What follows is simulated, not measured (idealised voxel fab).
Proc. module: voxel self aligned vias
In the cross-section labelled cut, the width is 200 nm and each square cell is 5 nm.
When this document writes out a cross-section, it uses a grid of square cells and lists it as bands, beginning at the top and moving down, with a band standing for one or more rows of cells.
Basically the band line says how high the top is and how high the bottom is, in nm, and then what's in it from left to right, every material with its width in nm. Empty space shows up as "empty", and if a single material carries "edge to edge" it runs the full band edge to edge.
Zero point of the height axis is 0; under it, received wafer = one material. Lowest band: continues down indefinitely, "0 down".
So if you see something like "30->40" for the width, read it as the top row of the band sitting at the first number and the bottom row at the second, with every row in between moving by the same amount as the last.
A step reported as "nothing got changed" is a step in which no cell of the cross-section changed.
"Enclosed void listing" contains a list of empty spaces, each no smaller than 8 cells and without an open way to the top, written in the form width x height at distance with the distance from the left edge and all three in nm.
after a step's settings: what the simulator itself notes on the step
overlay nm: step with mask; distance mask lay right of planned place; negative value = left of planned place.

Steps planned for the process:
1) RECEIVE [material Si]
2) CONFORMAL_DEP [material SiO2] [thk nm 10]
3) CONFORMAL_DEP [material SiCN] [thk nm 5]
4) DIRECTIONAL_DEP [material SiO2] [thk nm 30]
5) PATTERN [tone open] [mask id LINES] [material resist] [width nm 30] [pitch nm 70] [thk nm 15] [overlay nm 0]
6) DIRECTIONAL_ETCH [etch materials SiO2] [depth nm 30]
7) STRIP [etch materials resist]
8) CONFORMAL_DEP [material TiN] [thk nm 5]
9) FILL_DEP [material Ru] [thk nm 10]
10) CMP [height nm 45]
11) SELECTIVE_ETCH [etch materials W Ru TiN] [depth nm 5]
12) FILL_DEP [material SiN] [thk nm 5]
13) CMP [height nm 45]
14) DIRECTIONAL_DEP [material SiO2] [thk nm 20]
15) PATTERN [tone open] [mask id VIAS] [material resist] [width nm 50] [pitch nm 70] [thk nm 15] [overlay nm -15]
16) DIRECTIONAL_ETCH [etch materials SiO2] [depth nm 20]
17) DIRECTIONAL_ETCH [etch materials SiN] [depth nm 5]
18) STRIP [etch materials resist]
19) CONFORMAL_DEP [material TiN] [thk nm 5]
20) FILL_DEP [material W] [thk nm 5]
21) CMP [height nm 65]
22) CONFORMAL_DEP [material SiCN] [thk nm 5]
varied across the wafers: overlay nm of step 15. The plan shows the first wafer's value. All wafers start alike

Incoming state of the first of several wafers in cross-section: after step 1:
- 0 down | Si edge to edge
- Enclosed void listing: none

Shown in cross-section: the first of several wafers at the end of the module, after its last step, step 22:
- 70 to 65 | SiCN edge to edge
- 65 to 50 | 25 SiO2, 5 TiN, 40 W, 5 TiN, 20 SiO2, 5 TiN, 40 W, 5 TiN, 55 SiO2
- 50 to 45 | 25 SiO2, 30 TiN, 15 W, 5 TiN, 20 SiO2, 30 TiN, 15 W, 5 TiN, 55 SiO2
- 45 to 40 | 50 SiO2, 25 TiN, 5 SiN, 40 SiO2, 25 TiN, 5 SiN, 50 SiO2
- 40 to 20 | 50 SiO2, 5 TiN, 20 Ru, 5 TiN, 40 SiO2, 5 TiN, 20 Ru, 5 TiN, 50 SiO2
- 20 to 15 | 50 SiO2, 30 TiN, 40 SiO2, 30 TiN, 50 SiO2
- 15 to 10 | SiCN edge to edge
- 10 to 0 | SiO2 edge to edge
- 0 down | Si edge to edge
- Enclosed void listing: none

Here we cross-sectioned the last of the wafers once the module was done:
- 70 to 65 | SiCN edge to edge
- 65 to 50 | 55 SiO2, 5 TiN, 40 W, 5 TiN, 20 SiO2, 5 TiN, 40 W, 5 TiN, 25 SiO2
- 50 to 45 | 55 SiO2, 5 TiN, 15 W, 30 TiN, 20 SiO2, 5 TiN, 15 W, 30 TiN, 25 SiO2
- 45 to 40 | 50 SiO2, 5 SiN, 25 TiN, 40 SiO2, 5 SiN, 25 TiN, 50 SiO2
- 40 to 20 | 50 SiO2, 5 TiN, 20 Ru, 5 TiN, 40 SiO2, 5 TiN, 20 Ru, 5 TiN, 50 SiO2
- 20 to 15 | 50 SiO2, 30 TiN, 40 SiO2, 30 TiN, 50 SiO2
- 15 to 10 | SiCN edge to edge
- 10 to 0 | SiO2 edge to edge
- 0 down | Si edge to edge
- Enclosed void listing: none

Heads up, this table goes wafer by wafer. A row tells you, at the end of the module, how many cells of each material that wafer has put on (+) or dropped (-) since it was received, and then its closed voids:
overlay nm -15 | +32 Ru | +80 SiCN | +2 SiN | +328 SiO2 | +64 TiN | +54 W | Enclosed void listing: none
overlay nm -10 | +32 Ru | +80 SiCN | +328 SiO2 | +64 TiN | +56 W | Enclosed void listing: none
overlay nm -5 | +32 Ru | +80 SiCN | +328 SiO2 | +64 TiN | +56 W | Enclosed void listing: none
overlay nm 0 | +32 Ru | +80 SiCN | +328 SiO2 | +64 TiN | +56 W | Enclosed void listing: none
overlay nm 5 | +32 Ru | +80 SiCN | +328 SiO2 | +64 TiN | +56 W | Enclosed void listing: none
overlay nm 10 | +32 Ru | +80 SiCN | +328 SiO2 | +64 TiN | +56 W | Enclosed void listing: none
overlay nm 15 | +32 Ru | +80 SiCN | +2 SiN | +328 SiO2 | +64 TiN | +54 W | Enclosed void listing: none
